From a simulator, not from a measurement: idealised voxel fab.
process module | voxel wiring stack
Shown is cross-section cut, with a width of 200 nm and square cells of size 5 nm.
Think of the cross-section as a grid of square cells. We describe it in bands, top to bottom, and each band covers one or more rows of those cells.
What a band's entry tells you: where the top is and where the bottom is, as heights in nm, and after that what lies inside, material by material from left to right, each with its width in nm. Empty space is written as the word "air", and a single material marked with the word "everywhere" occupies the band from edge to edge.
Height 0 is the level under which the wafer as received is all one material. The lowest band goes on downwards, as in "z 0 and below".
Width spec "30 to 40" -> top row of cells at first value, bottom row at second value, equal per-row change in between.
Where a step carries "nothing different", the cross-section came out of it unchanged, cell for cell.
What "Voids, sealed" gives you is every empty space of 8 cells or more that is cut off from the top. Each appears as width x height at distance, with the distance taken from the left edge and width, height and distance all in nm.
That trailing text on a step's line, after the settings, is the simulator's own remark on the step.
For masked steps, "overlay nm" on the step line gives how far right of plan the mask actually lay; a minus sign means it lay to the left.

[The following list gives the planned process steps]
1) op RECEIVE | material Si
2) op CONFORMAL_DEP | material SiO2 | thk nm 10
3) op DIRECTIONAL_DEP | material TiN | thk nm 5
4) op DIRECTIONAL_DEP | material W | thk nm 15
5) op DIRECTIONAL_DEP | material aC | thk nm 10
6) op PATTERN | tone cover | mask id METAL_1 | material resist | width nm 30 | pitch nm 60 | thk nm 25 | overlay nm 0
7) op DIRECTIONAL_ETCH | etch materials aC | depth nm 10
8) op STRIP | etch materials resist
9) op DIRECTIONAL_ETCH | etch materials W | depth nm 15
10) op DIRECTIONAL_ETCH | etch materials TiN | depth nm 5
11) op STRIP | etch materials aC
12) op FILL_DEP | material lowk | thk nm 10
13) op CMP | height nm 30
14) op CONFORMAL_DEP | material SiCN | thk nm 5
15) op DIRECTIONAL_DEP | material SiO2 | thk nm 30
16) op MASKED_ETCH | tone open | mask id METAL_2_HOLES | width nm 15 | pitch nm 120 | etch materials SiO2 | depth nm 30 | overlay nm 0
17) op MASKED_ETCH | tone open | mask id METAL_2 | width nm 30 | pitch nm 60 | etch materials SiO2 | depth nm 15 | overlay nm 0
18) op MASKED_ETCH | tone open | mask id METAL_2 | width nm 30 | pitch nm 60 | etch materials SiCN | depth nm 5 | overlay nm 0
19) op CONFORMAL_DEP | material TiN | thk nm 5
20) op FILL_DEP | material Ru | thk nm 5
21) op CMP | height nm 65
22) op CONFORMAL_DEP | material SiCN | thk nm 5
23) op DIRECTIONAL_DEP | material SiO2 | thk nm 15
24) op MASKED_ETCH | tone open | mask id PLUG_2 | width nm 15 | pitch nm 60 | etch materials SiO2 | depth nm 15 | overlay nm 0
25) op MASKED_ETCH | tone open | mask id PLUG_2 | width nm 15 | pitch nm 60 | etch materials SiCN | depth nm 5 | overlay nm 0
26) op EPI | material Ru | thk nm 10
27) op EPI | material Ru | thk nm 10
28) op CONFORMAL_DEP | material SiN | thk nm 5
29) op DIRECTIONAL_DEP | material SiO2 | thk nm 25
30) op PATTERN | tone open | mask id METAL_3 | material resist | width nm 30 | pitch nm 60 | thk nm 20 | overlay nm 0
31) op DIRECTIONAL_ETCH | etch materials SiO2 | depth nm 25
32) op DIRECTIONAL_ETCH | etch materials SiN | depth nm 5
33) op STRIP | etch materials resist
34) op CONFORMAL_DEP | material TiN | thk nm 5
35) op FILL_DEP | material Ru | thk nm 5
36) op CMP | height nm 115
37) op CONFORMAL_DEP | material SiN | thk nm 5
For clarity, it should be stated that the wafers under discussion commence in an identical condition and differ with respect to the width nm of step 16, the plan indicating the value that the first wafer had.

[Cross-section: the first of several wafers in its as-received state, i.e. following step 1]
z 0 and below | Si everywhere
Voids, sealed: none

[After the module's final step, step 37: the first of several wafers in cross-section]
z 120 to 115 | SiN everywhere
z 115 to 90 | SiO2 25 nm | TiN 5 nm | Ru 20 nm | TiN 5 nm | SiO2 30 nm | TiN 5 nm | Ru 20 nm | TiN 5 nm | SiO2 30 nm | TiN 5 nm | Ru 20 nm | TiN 5 nm | SiO2 25 nm
z 90 to 85 | SiN 25 nm | TiN 30 nm | SiN 30 nm | TiN 30 nm | SiN 30 nm | TiN 30 nm | SiN 25 nm
z 85 to 70 | SiO2 25 nm | Ru 15 nm | SiO2 45 nm | Ru 15 nm | SiO2 45 nm | Ru 15 nm | SiO2 40 nm
z 70 to 65 | SiCN 25 nm | Ru 15 nm | SiCN 45 nm | Ru 15 nm | SiCN 45 nm | Ru 15 nm | SiCN 40 nm
z 65 to 55 | SiO2 25 nm | TiN 5 nm | Ru 20 nm | TiN 5 nm | SiO2 30 nm | TiN 5 nm | Ru 20 nm | TiN 5 nm | SiO2 30 nm | TiN 5 nm | Ru 20 nm | TiN 5 nm | SiO2 25 nm
z 55 to 50 | SiO2 25 nm | TiN 5 nm | Ru 5 nm | TiN 20 nm | SiO2 30 nm | TiN 30 nm | SiO2 30 nm | TiN 5 nm | Ru 5 nm | TiN 20 nm | SiO2 25 nm
z 50 to 35 | SiO2 25 nm | TiN 5 nm | Ru 5 nm | TiN 5 nm | SiO2 105 nm | TiN 5 nm | Ru 5 nm | TiN 5 nm | SiO2 40 nm
z 35 to 30 | SiCN 25 nm | TiN 15 nm | SiCN 105 nm | TiN 15 nm | SiCN 40 nm
z 30 to 15 | lowk 25 nm | W 30 nm | lowk 30 nm | W 30 nm | lowk 30 nm | W 30 nm | lowk 25 nm
z 15 to 10 | lowk 25 nm | TiN 30 nm | lowk 30 nm | TiN 30 nm | lowk 30 nm | TiN 30 nm | lowk 25 nm
z 10 to 0 | SiO2 everywhere
z 0 and below | Si everywhere
Voids, sealed: none

[At the end of the module, the last of several wafers in cross-section]
z 120 to 115 | SiN everywhere
z 115 to 90 | SiO2 25 nm | TiN 5 nm | Ru 20 nm | TiN 5 nm | SiO2 30 nm | TiN 5 nm | Ru 20 nm | TiN 5 nm | SiO2 30 nm | TiN 5 nm | Ru 20 nm | TiN 5 nm | SiO2 25 nm
z 90 to 85 | SiN 25 nm | TiN 30 nm | SiN 30 nm | TiN 30 nm | SiN 30 nm | TiN 30 nm | SiN 25 nm
z 85 to 70 | SiO2 25 nm | Ru 15 nm | SiO2 45 nm | Ru 15 nm | SiO2 45 nm | Ru 15 nm | SiO2 40 nm
z 70 to 65 | SiCN 25 nm | Ru 15 nm | SiCN 45 nm | Ru 15 nm | SiCN 45 nm | Ru 15 nm | SiCN 40 nm
z 65 to 55 | SiO2 20 nm | TiN 5 nm | Ru 25 nm | TiN 5 nm | SiO2 30 nm | TiN 5 nm | Ru 20 nm | TiN 5 nm | SiO2 25 nm | TiN 5 nm | Ru 25 nm | TiN 5 nm | SiO2 25 nm
z 55 to 50 | SiO2 20 nm | TiN 5 nm | Ru 20 nm | TiN 10 nm | SiO2 30 nm | TiN 30 nm | SiO2 25 nm | TiN 5 nm | Ru 20 nm | TiN 10 nm | SiO2 25 nm
z 50 to 40 | SiO2 20 nm | TiN 5 nm | Ru 20 nm | TiN 5 nm | SiO2 90 nm | TiN 5 nm | Ru 20 nm | TiN 5 nm | SiO2 30 nm
z 40 to 35 | SiO2 20 nm | TiN 10 nm | Ru 15 nm | TiN 5 nm | SiO2 90 nm | TiN 10 nm | Ru 15 nm | TiN 5 nm | SiO2 30 nm
z 35 to 30 | SiCN 25 nm | TiN 25 nm | SiCN 95 nm | TiN 25 nm | SiCN 30 nm
z 30 to 15 | lowk 25 nm | W 30 nm | lowk 30 nm | W 30 nm | lowk 30 nm | W 30 nm | lowk 25 nm
z 15 to 10 | lowk 25 nm | TiN 30 nm | lowk 30 nm | TiN 30 nm | lowk 30 nm | TiN 30 nm | lowk 25 nm
z 10 to 0 | SiO2 everywhere
z 0 and below | Si everywhere
Voids, sealed: none

[Rows = wafers. At module end, each row lists per material the cells gained (+) or lost (-) since the wafer was received, then the closed voids]
width nm 15, +128 Ru, +65 SiCN, +62 SiN, +451 SiO2, +112 TiN, +54 W, +88 lowk, Voids, sealed: none
width nm 20, +136 Ru, +63 SiCN, +62 SiN, +445 SiO2, +112 TiN, +54 W, +88 lowk, Voids, sealed: none
width nm 25, +146 Ru, +63 SiCN, +62 SiN, +433 SiO2, +114 TiN, +54 W, +88 lowk, Voids, sealed: none
width nm 30, +154 Ru, +61 SiCN, +62 SiN, +427 SiO2, +114 TiN, +54 W, +88 lowk, Voids, sealed: none
